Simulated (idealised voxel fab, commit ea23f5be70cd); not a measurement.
A process module follows: voxel self aligned contacts.
Section shown: cut. Width: 255 nm. Cell size: 5 nm, square.
Each cross-section below is a grid of square cells, stated as bands in top-down order, with one or more rows of cells making up each band. Read a band's entry like this: the first values are the height of its top and the height of its bottom in nm, and what follows is the sequence of materials from left to right, each with its width in nm. Note that "blank" is empty space, and that a single material marked "everywhere" reaches across the band from edge to edge. Basically, 0 is our baseline, since under it the wafer straight out of the box is all one material. The bottom band has no lower end and keeps on going down, so it looks like "0..down". Quick explanation for "30 to 40": the width changes in equal steps down the rows of cells, from the first number in the band's top row to the second number in its bottom row. Step note "nothing was modified" = no cross-section cell changed. If an empty space has no open way to the top and is at least 8 cells in size, "Sealed internal cavities" lists it, written width x height at distance, where distance is measured from the left edge and every value is in nm. Anything after a step's settings on that line? It's the simulator's own note about the step. Regarding "overlay nm": on a step with a mask, it is the distance the mask lay to the right of its planned place; a negative value places it to the left. What follows is a series of pairs. Each pair shows a cross-section before one process step and the cross-section after it, and the after view is drawn only down to the lowest band that changed. Beneath each pair is the step that lies between the two, with its settings. Pairs may come from different runs of this module on the same starting wafer, so a pair continues from the one above it only where its entry headed "Pre-process" says so.

Pre-process
  55..35 = 75 nm blank; 25 nm SiN; 55 nm blank; 25 nm SiN; 75 nm blank
  35..5 = polySi everywhere
  5..0 = SiO2 everywhere
  0..down = Si everywhere
  Sealed internal cavities: none

after
  55..35 = 75 nm blank; 25 nm SiN; 55 nm blank; 25 nm SiN; 75 nm blank
  35..5 = 70 nm blank; 35 nm polySi; 45 nm blank; 35 nm polySi; 70 nm blank
  All layers under 5 are left as they were.
  Sealed internal cavities: none
Applied between the two views above: MASKED_ETCH: tone cover, mask id GATE, width nm 35, pitch nm 80, etch materials polySi, depth nm 30, overlay nm 0

Pre-process: Reference is made to the cross-section shown after the step in the pair directly above, which represents the state prior to this step.

after
  65..45 = 65 nm blank; 45 nm SiN; 35 nm blank; 45 nm SiN; 65 nm blank
  45..35 = 60 nm blank; 55 nm SiN; 25 nm blank; 55 nm SiN; 60 nm blank
  35..15 = 60 nm blank; 10 nm SiN; 35 nm polySi; 10 nm SiN; 25 nm blank; 10 nm SiN; 35 nm polySi; 10 nm SiN; 60 nm blank
  15..5 = 70 nm SiN; 35 nm polySi; 45 nm SiN; 35 nm polySi; 70 nm SiN
  All layers under 5 are left as they were.
  Sealed internal cavities: none
Applied between the two views above: CONFORMAL_DEP: material SiN, thk nm 10

Pre-process: Reference is made to the cross-section shown after the step in the pair directly above, which represents the state prior to this step.

after
  55..35 = 65 nm blank; 45 nm SiN; 35 nm blank; 45 nm SiN; 65 nm blank
  35..5 = 60 nm blank; 10 nm SiN; 35 nm polySi; 10 nm SiN; 25 nm blank; 10 nm SiN; 35 nm polySi; 10 nm SiN; 60 nm blank
  All layers under 5 are left as they were.
  Sealed internal cavities: none
Applied between the two views above: DIRECTIONAL_ETCH: etch materials SiN, depth nm 10

Pre-process: Reference is made to the cross-section shown after the step in the pair directly above, which represents the state prior to this step.

after
  70..55 = SiO2 everywhere
  55..35 = 65 nm SiO2; 45 nm SiN; 35 nm SiO2; 45 nm SiN; 65 nm SiO2
  35..5 = 60 nm SiO2; 10 nm SiN; 35 nm polySi; 10 nm SiN; 25 nm SiO2; 10 nm SiN; 35 nm polySi; 10 nm SiN; 60 nm SiO2
  All layers under 5 are left as they were.
  Sealed internal cavities: none
Applied between the two views above: FILL_DEP: material SiO2, thk nm 15

Pre-process: Reference is made to the cross-section shown after the step in the pair directly above, which represents the state prior to this step.

after
  65..55 = SiO2 everywhere
  All layers under 55 are left as they were.
  Sealed internal cavities: none
Applied between the two views above: CMP: height nm 65

Pre-process: Reference is made to the cross-section shown after the step in the pair directly above, which represents the state prior to this step.

after
  85..65 = 95 nm resist; 65 nm blank; 95 nm resist
  All layers under 65 are left as they were.
  Sealed internal cavities: none
Applied between the two views above: PATTERN: tone open, mask id CONTACT, material resist, width nm 65, thk nm 20, overlay nm 0

Pre-process: Reference is made to the cross-section shown after the step in the pair directly above, which represents the state prior to this step.

after
  85..65 = 95 nm resist; 65 nm blank; 95 nm resist
  65..55 = 95 nm SiO2; 65 nm blank; 95 nm SiO2
  55..35 = 65 nm SiO2; 45 nm SiN; 35 nm blank; 45 nm SiN; 65 nm SiO2
  35..5 = 60 nm SiO2; 10 nm SiN; 35 nm polySi; 10 nm SiN; 25 nm blank; 10 nm SiN; 35 nm polySi; 10 nm SiN; 60 nm SiO2
  5..0 = 115 nm SiO2; 25 nm blank; 115 nm SiO2
  All layers under 0 are left as they were.
  Sealed internal cavities: none
Applied between the two views above: DIRECTIONAL_ETCH: etch materials SiO2, depth nm 65

Pre-process: Reference is made to the cross-section shown after the step in the pair directly above, which represents the state prior to this step.

after
  65..55 = 95 nm SiO2; 65 nm blank; 95 nm SiO2
  All layers under 55 are left as they were.
  Sealed internal cavities: none
Applied between the two views above: STRIP: etch materials resist

Pre-process: Reference is made to the cross-section shown after the step in the pair directly above, which represents the state prior to this step.

after
  70..65 = 100 nm TiN; 55 nm blank; 100 nm TiN
  65..55 = 95 nm SiO2; 5 to 20 nm TiN; 55 to 25 nm blank; 5 to 20 nm TiN; 95 nm SiO2
  55..40 = 65 nm SiO2; 45 nm SiN; 5 nm TiN; 25 nm blank; 5 nm TiN; 45 nm SiN; 65 nm SiO2
  40..35 = 65 nm SiO2; 45 nm SiN; 10 nm TiN; 15 nm blank; 10 nm TiN; 45 nm SiN; 65 nm SiO2
  35..5 = 60 nm SiO2; 10 nm SiN; 35 nm polySi; 10 nm SiN; 5 nm TiN; 15 nm blank; 5 nm TiN; 10 nm SiN; 35 nm polySi; 10 nm SiN; 60 nm SiO2
  5..0 = 115 nm SiO2; 25 nm TiN; 115 nm SiO2
  All layers under 0 are left as they were.
  Sealed internal cavities: none
Applied between the two views above: CONFORMAL_DEP: material TiN, thk nm 5

Pre-process: Reference is made to the cross-section shown after the step in the pair directly above, which represents the state prior to this step.

after
  75..70 = Ru everywhere
  70..65 = 100 nm TiN; 55 nm Ru; 100 nm TiN
  65..55 = 95 nm SiO2; 5 to 20 nm TiN; 55 to 25 nm Ru; 5 to 20 nm TiN; 95 nm SiO2
  55..40 = 65 nm SiO2; 45 nm SiN; 5 nm TiN; 25 nm Ru; 5 nm TiN; 45 nm SiN; 65 nm SiO2
  40..35 = 65 nm SiO2; 45 nm SiN; 10 nm TiN; 15 nm Ru; 10 nm TiN; 45 nm SiN; 65 nm SiO2
  35..5 = 60 nm SiO2; 10 nm SiN; 35 nm polySi; 10 nm SiN; 5 nm TiN; 15 nm Ru; 5 nm TiN; 10 nm SiN; 35 nm polySi; 10 nm SiN; 60 nm SiO2
  All layers under 5 are left as they were.
  Sealed internal cavities: none
Applied between the two views above: FILL_DEP: material Ru, thk nm 5

Pre-process: Reference is made to the cross-section shown after the step in the pair directly above, which represents the state prior to this step.

after
  65..55 = 95 nm SiO2; 5 to 20 nm TiN; 55 to 25 nm Ru; 5 to 20 nm TiN; 95 nm SiO2
  All layers under 55 are left as they were.
  Sealed internal cavities: none
Applied between the two views above: CMP: height nm 65

Pre-process: Reference is made to the cross-section shown after the step in the pair directly above, which represents the state prior to this step.

after
  70..65 = SiCN everywhere
  All layers under 65 are left as they were.
  Sealed internal cavities: none
Applied between the two views above: CONFORMAL_DEP: material SiCN, thk nm 5

Pre-process
  65..55 = SiO2 everywhere
  55..35 = 60 nm SiO2; 55 nm SiN; 25 nm SiO2; 55 nm SiN; 60 nm SiO2
  35..5 = 60 nm SiO2; 10 nm SiN; 35 nm polySi; 10 nm SiN; 25 nm SiO2; 10 nm SiN; 35 nm polySi; 10 nm SiN; 60 nm SiO2
  5..0 = SiO2 everywhere
  0..down = Si everywhere
  Sealed internal cavities: none

after
  85..65 = 105 nm resist; 65 nm blank; 85 nm resist
  All layers under 65 are left as they were.
  Sealed internal cavities: none
Applied between the two views above: PATTERN: tone open, mask id CONTACT, material resist, width nm 65, thk nm 20, overlay nm 10

Pre-process: Reference is made to the cross-section shown after the step in the pair directly above, which represents the state prior to this step.

after
  85..65 = 105 nm resist; 65 nm blank; 85 nm resist
  65..55 = 105 nm SiO2; 65 nm blank; 85 nm SiO2
  55..35 = 60 nm SiO2; 55 nm SiN; 25 nm blank; 55 nm SiN; 60 nm SiO2
  35..5 = 60 nm SiO2; 10 nm SiN; 35 nm polySi; 10 nm SiN; 25 nm blank; 10 nm SiN; 35 nm polySi; 10 nm SiN; 60 nm SiO2
  5..0 = 115 nm SiO2; 25 nm blank; 115 nm SiO2
  All layers under 0 are left as they were.
  Sealed internal cavities: none
Applied between the two views above: DIRECTIONAL_ETCH: etch materials SiO2, depth nm 65

Pre-process: Reference is made to the cross-section shown after the step in the pair directly above, which represents the state prior to this step.

after
  65..55 = 105 nm SiO2; 65 nm blank; 85 nm SiO2
  All layers under 55 are left as they were.
  Sealed internal cavities: none
Applied between the two views above: STRIP: etch materials resist

Pre-process: Reference is made to the cross-section shown after the step in the pair directly above, which represents the state prior to this step.

after
  70..65 = 110 nm TiN; 55 nm blank; 90 nm TiN
  65..55 = 105 nm SiO2; 5 to 15 nm TiN; 55 to 15 nm blank; 5 to 35 nm TiN; 85 nm SiO2
  55..35 = 60 nm SiO2; 55 nm SiN; 5 nm TiN; 15 nm blank; 5 nm TiN; 55 nm SiN; 60 nm SiO2
  35..5 = 60 nm SiO2; 10 nm SiN; 35 nm polySi; 10 nm SiN; 5 nm TiN; 15 nm blank; 5 nm TiN; 10 nm SiN; 35 nm polySi; 10 nm SiN; 60 nm SiO2
  5..0 = 115 nm SiO2; 25 nm TiN; 115 nm SiO2
  All layers under 0 are left as they were.
  Sealed internal cavities: none
Applied between the two views above: CONFORMAL_DEP: material TiN, thk nm 5

Pre-process: Reference is made to the cross-section shown after the step in the pair directly above, which represents the state prior to this step.

after
  75..70 = Ru everywhere
  70..65 = 110 nm TiN; 55 nm Ru; 90 nm TiN
  65..55 = 105 nm SiO2; 5 to 15 nm TiN; 55 to 15 nm Ru; 5 to 35 nm TiN; 85 nm SiO2
  55..35 = 60 nm SiO2; 55 nm SiN; 5 nm TiN; 15 nm Ru; 5 nm TiN; 55 nm SiN; 60 nm SiO2
  35..5 = 60 nm SiO2; 10 nm SiN; 35 nm polySi; 10 nm SiN; 5 nm TiN; 15 nm Ru; 5 nm TiN; 10 nm SiN; 35 nm polySi; 10 nm SiN; 60 nm SiO2
  All layers under 5 are left as they were.
  Sealed internal cavities: none
Applied between the two views above: FILL_DEP: material Ru, thk nm 5

Pre-process: Reference is made to the cross-section shown after the step in the pair directly above, which represents the state prior to this step.

after
  65..55 = 105 nm SiO2; 5 to 15 nm TiN; 55 to 15 nm Ru; 5 to 35 nm TiN; 85 nm SiO2
  All layers under 55 are left as they were.
  Sealed internal cavities: none
Applied between the two views above: CMP: height nm 65

Pre-process: Reference is made to the cross-section shown after the step in the pair directly above, which represents the state prior to this step.

after
  70..65 = SiCN everywhere
  All layers under 65 are left as they were.
  Sealed internal cavities: none
Applied between the two views above: CONFORMAL_DEP: material SiCN, thk nm 5

Pre-process
  70..65 = 100 nm TiN; 55 nm blank; 100 nm TiN
  65..55 = 95 nm SiO2; 5 to 25 nm TiN; 55 to 15 nm blank; 5 to 25 nm TiN; 95 nm SiO2
  55..35 = 60 nm SiO2; 55 nm SiN; 5 nm TiN; 15 nm blank; 5 nm TiN; 55 nm SiN; 60 nm SiO2
  35..5 = 60 nm SiO2; 10 nm SiN; 35 nm polySi; 10 nm SiN; 5 nm TiN; 15 nm blank; 5 nm TiN; 10 nm SiN; 35 nm polySi; 10 nm SiN; 60 nm SiO2
  5..0 = 115 nm SiO2; 25 nm TiN; 115 nm SiO2
  0..down = Si everywhere
  Sealed internal cavities: none

after
  75..70 = SiN everywhere
  70..65 = 100 nm TiN; 55 nm SiN; 100 nm TiN
  65..55 = 95 nm SiO2; 5 to 25 nm TiN; 55 to 15 nm SiN; 5 to 25 nm TiN; 95 nm SiO2
  55..35 = 60 nm SiO2; 55 nm SiN; 5 nm TiN; 15 nm SiN; 5 nm TiN; 55 nm SiN; 60 nm SiO2
  35..5 = 60 nm SiO2; 10 nm SiN; 35 nm polySi; 10 nm SiN; 5 nm TiN; 15 nm SiN; 5 nm TiN; 10 nm SiN; 35 nm polySi; 10 nm SiN; 60 nm SiO2
  All layers under 5 are left as they were.
  Sealed internal cavities: none
Applied between the two views above: FILL_DEP: material SiN, thk nm 5

Pre-process: Reference is made to the cross-section shown after the step in the pair directly above, which represents the state prior to this step.

after
  65..55 = 95 nm SiO2; 5 to 25 nm TiN; 55 to 15 nm SiN; 5 to 25 nm TiN; 95 nm SiO2
  All layers under 55 are left as they were.
  Sealed internal cavities: none
Applied between the two views above: CMP: height nm 65

Pre-process: Reference is made to the cross-section shown after the step in the pair directly above, which represents the state prior to this step.

after
  70..65 = SiCN everywhere
  All layers under 65 are left as they were.
  Sealed internal cavities: none
Applied between the two views above: CONFORMAL_DEP: material SiCN, thk nm 5

Pre-process
  55..35 = SiN everywhere
  35..5 = polySi everywhere
  5..0 = SiO2 everywhere
  0..down = Si everywhere
  Sealed internal cavities: none

after
  55..35 = 70 nm SiN; 35 nm blank; 45 nm SiN; 35 nm blank; 70 nm SiN
  All layers under 35 are left as they were.
  Sealed internal cavities: none
Applied between the two views above: MASKED_ETCH: tone open, mask id GATE, width nm 35, pitch nm 80, etch materials SiN, depth nm 20, overlay nm 0

Pre-process: Reference is made to the cross-section shown after the step in the pair directly above, which represents the state prior to this step.

after
  65..45 = 80 nm SiN; 15 nm blank; 65 nm SiN; 15 nm blank; 80 nm SiN
  45..35 = SiN everywhere
  All layers under 35 are left as they were.
  Sealed internal cavities: none
Applied between the two views above: CONFORMAL_DEP: material SiN, thk nm 10

Pre-process: Reference is made to the cross-section shown after the step in the pair directly above, which represents the state prior to this step.

after
  55..35 = 80 nm SiN; 15 nm blank; 65 nm SiN; 15 nm blank; 80 nm SiN
  All layers under 35 are left as they were.
  Sealed internal cavities: none
Applied between the two views above: DIRECTIONAL_ETCH: etch materials SiN, depth nm 10

Pre-process: Reference is made to the cross-section shown after the step in the pair directly above, which represents the state prior to this step.

after
  70..55 = SiO2 everywhere
  55..35 = 80 nm SiN; 15 nm SiO2; 65 nm SiN; 15 nm SiO2; 80 nm SiN
  All layers under 35 are left as they were.
  Sealed internal cavities: none
Applied between the two views above: FILL_DEP: material SiO2, thk nm 15

Pre-process: Reference is made to the cross-section shown after the step in the pair directly above, which represents the state prior to this step.

after
  65..55 = SiO2 everywhere
  All layers under 55 are left as they were.
  Sealed internal cavities: none
Applied between the two views above: CMP: height nm 65

Pre-process: Reference is made to the cross-section shown after the step in the pair directly above, which represents the state prior to this step.

after
  85..65 = 95 nm resist; 65 nm blank; 95 nm resist
  All layers under 65 are left as they were.
  Sealed internal cavities: none
Applied between the two views above: PATTERN: tone open, mask id CONTACT, material resist, width nm 65, thk nm 20, overlay nm 0

Pre-process: Reference is made to the cross-section shown after the step in the pair directly above, which represents the state prior to this step.

after
  85..65 = 95 nm resist; 65 nm blank; 95 nm resist
  65..55 = 95 nm SiO2; 65 nm blank; 95 nm SiO2
  All layers under 55 are left as they were.
  Sealed internal cavities: none
Applied between the two views above: DIRECTIONAL_ETCH: etch materials SiO2, depth nm 65

Pre-process: Reference is made to the cross-section shown after the step in the pair directly above, which represents the state prior to this step.

after
  65..55 = 95 nm SiO2; 65 nm blank; 95 nm SiO2
  All layers under 55 are left as they were.
  Sealed internal cavities: none
Applied between the two views above: STRIP: etch materials resist

Pre-process: Reference is made to the cross-section shown after the step in the pair directly above, which represents the state prior to this step.

after
  70..65 = 100 nm TiN; 55 nm blank; 100 nm TiN
  65..60 = 95 nm SiO2; 5 nm TiN; 55 nm blank; 5 nm TiN; 95 nm SiO2
  60..55 = 95 nm SiO2; 65 nm TiN; 95 nm SiO2
  All layers under 55 are left as they were.
  Sealed internal cavities: none
Applied between the two views above: CONFORMAL_DEP: material TiN, thk nm 5

Pre-process: Reference is made to the cross-section shown after the step in the pair directly above, which represents the state prior to this step.

after
  75..70 = Ru everywhere
  70..65 = 100 nm TiN; 55 nm Ru; 100 nm TiN
  65..60 = 95 nm SiO2; 5 nm TiN; 55 nm Ru; 5 nm TiN; 95 nm SiO2
  All layers under 60 are left as they were.
  Sealed internal cavities: none
Applied between the two views above: FILL_DEP: material Ru, thk nm 5

Pre-process: Reference is made to the cross-section shown after the step in the pair directly above, which represents the state prior to this step.

after
  65..60 = 95 nm SiO2; 5 nm TiN; 55 nm Ru; 5 nm TiN; 95 nm SiO2
  All layers under 60 are left as they were.
  Sealed internal cavities: none
Applied between the two views above: CMP: height nm 65

Pre-process: Reference is made to the cross-section shown after the step in the pair directly above, which represents the state prior to this step.

after
  70..65 = SiCN everywhere
  All layers under 65 are left as they were.
  Sealed internal cavities: none
Applied between the two views above: CONFORMAL_DEP: material SiCN, thk nm 5
